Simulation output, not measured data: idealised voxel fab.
Title: Process Module voxel plated lines
We display cut, a cross-section 300 nm in width whose square cells are each 5 nm.
Cross-sections here: square-cell grids, written as top-down lists of bands, a band being one or more rows of cells.
This entry defines a band. It first specifies the height of the band's top and the height of its bottom in nm, and then specifies the band's materials from left to right, stating each material with its width in nm. The word "edge to edge" identifies a single material that fills the band from edge to edge, while the word "air" identifies empty space.
We count height from 0. Below that, the starting wafer is all one material. The lowest band never ends at the bottom but goes on down; see "0 down" for how that is written.
Width spec "30 to 40" -> top row of cells at first value, bottom row at second value, equal per-row change in between.
Any step labelled "remained unchanged" changed none of the cells in the cross-section.
The entry titled "Sealed voids" provides the empty spaces that have no open way to the top, restricted to those of 8 cells or more. Each is presented as width x height at distance, the distance being measured from the left edge, with all three in nm.
Note: text after step settings on the step line = simulator remark on that step.
"overlay nm" answers the question of how far to the right of plan the mask lay on a step that has a mask, and when it is negative the answer is to the left.

PLANNED STEP LIST FOR THE PROCESS
1,RECEIVE: material Si
2,CONFORMAL_DEP: material Al2O3, thk nm 5
3,DIRECTIONAL_DEP: material TiN, thk nm 5
4,PATTERN: tone open, mask id LINES, material resist, width nm 20, pitch nm 35, thk nm 25, overlay nm 0
5,EPI: material Ru, thk nm 10
6,EPI: material Ru, thk nm 10
7,STRIP: etch materials resist
8,DIRECTIONAL_ETCH: etch materials TiN, depth nm 5
9,CONFORMAL_DEP: material SiN, thk nm 5

HERE'S WHAT THE WAFER LOOKED LIKE IN CROSS-SECTION WHEN IT ARRIVED - THAT'S AFTER STEP 1
    0 down: Si edge to edge
    Sealed voids: none

POST-MODULE CROSS-SECTION OF THE FIRST OF TWO WAFERS (RUN PER PLAN)
    35 to 30: 80 of air  30 of SiN  5 of air  30 of SiN  5 of air  30 of SiN  5 of air  30 of SiN  85 of air
    30 to 10: 80 of air  5 of SiN  20 of Ru  5 of SiN  5 of air  5 of SiN  20 of Ru  5 of SiN  5 of air  5 of SiN  20 of Ru  5 of SiN  5 of air  5 of SiN  20 of Ru  5 of SiN  85 of air
    10 to 5: 85 of SiN  20 of TiN  15 of SiN  20 of TiN  15 of SiN  20 of TiN  15 of SiN  20 of TiN  90 of SiN
    5 to 0: Al2O3 edge to edge
    0 down: Si edge to edge
    Sealed voids: none

WAFER TWO CROSS-SECTION, MODULE END. START AND PLAN UNCHANGED FROM WAFER ONE; ONE MISTAKE MADE DURING THE RUN
    35 to 30: 80 of air  30 of Al2O3  5 of air  30 of Al2O3  5 of air  30 of Al2O3  5 of air  30 of Al2O3  85 of air
    30 to 10: 80 of air  5 of Al2O3  20 of Ru  5 of Al2O3  5 of air  5 of Al2O3  20 of Ru  5 of Al2O3  5 of air  5 of Al2O3  20 of Ru  5 of Al2O3  5 of air  5 of Al2O3  20 of Ru  5 of Al2O3  85 of air
    10 to 5: 85 of Al2O3  20 of TiN  15 of Al2O3  20 of TiN  15 of Al2O3  20 of TiN  15 of Al2O3  20 of TiN  90 of Al2O3
    5 to 0: Al2O3 edge to edge
    0 down: Si edge to edge
    Sealed voids: none
Misprocessing identified: step 9 ran differently from the plan; actual operation with settings: CONFORMAL_DEP: material Al2O3, thk nm 5
In the final state, the cell counts of the second wafer exceed or fall short of those of the first for the following materials: Al2O3 +100; SiN -100
